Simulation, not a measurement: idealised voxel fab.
Name of the process module below: voxel air gaps
Xsec cut, 195 nm wide, square cell size 5 nm.
The cross-sections in this document take the form of a grid made of square cells. They are written out as bands, in order from top to bottom. Each band consists of one or more rows of cells.
The entry gives the band's vertical extent as a top height and a bottom height in nm, then its horizontal make-up as materials from left to right, each with a width in nm. "air" stands for empty space; a single material marked "everywhere" fills the band edge to edge.
Heights are measured from 0, the level below which the as-received wafer is all one material; the lowest band has no bottom and continues downward, written as in "0 -> down".
Width "30..40": first value at the band's top row of cells, second value at its bottom row, equal change from row to row.
For the purposes of this document, the phrase "identical to before" attached to a step denotes that no cell within the cross-section was modified by that step.
For the entry "Listed closed voids", the listed items are empty spaces with no open way to the top whose size is 8 cells or more; each item follows the pattern width x height at distance, where distance is from the left edge and all three are in nm.
The remark found on a step's line after its settings is issued by the simulator itself and pertains to that step.
The setting "overlay nm" may be written on the line of a step. When the step uses a mask, the value reports how far to the right of the planned place the mask lay, and a negative value reports that it lay to the left.

**Steps in the process plan**
1. RECEIVE (material Si)
2. CONFORMAL_DEP (material SiO2; thk nm 10)
3. CONFORMAL_DEP (material SiN; thk nm 5)
4. DIRECTIONAL_DEP (material lowk; thk nm 35)
5. DIRECTIONAL_DEP (material aC; thk nm 15)
6. PATTERN (tone open; mask id LINES; material resist; width nm 15; pitch nm 45; thk nm 30; overlay nm 0)
7. DIRECTIONAL_ETCH (etch materials aC; depth nm 15)
8. STRIP (etch materials resist)
9. DIRECTIONAL_ETCH (etch materials lowk; depth nm 35)
10. STRIP (etch materials aC)
11. CONFORMAL_DEP (material TiN; thk nm 5)
12. FILL_DEP (material Cu; thk nm 5)
13. CMP (height nm 50)
14. EPI (material Ru; thk nm 10)
15. SELECTIVE_ETCH (etch materials lowk; depth nm 45)
16. CONFORMAL_DEP (material SiN; thk nm 5)

**Wafer as received: cross-section following step 1**
    0 -> down = Si everywhere
    Listed closed voids: none

**Final cross-section, module run with one mistake (start and plan as above)**
    70 -> 65 = SiN everywhere
    65 -> 55 = Ru everywhere
    55 -> 50 = TiN 50 nm  Cu 5 nm  TiN 40 nm  Cu 5 nm  TiN 40 nm  Cu 5 nm  TiN 50 nm
    50 -> 20 = lowk 45 nm  TiN 5 nm  Cu 5 nm  TiN 5 nm  lowk 30 nm  TiN 5 nm  Cu 5 nm  TiN 5 nm  lowk 30 nm  TiN 5 nm  Cu 5 nm  TiN 5 nm  lowk 45 nm
    20 -> 15 = lowk 45 nm  TiN 15 nm  lowk 30 nm  TiN 15 nm  lowk 30 nm  TiN 15 nm  lowk 45 nm
    15 -> 10 = SiN everywhere
    10 -> 0 = SiO2 everywhere
    0 -> down = Si everywhere
    Listed closed voids: none
Where did the run depart from the plan? step 13 did not use the planned setting and instead ran as CMP (height nm 55)
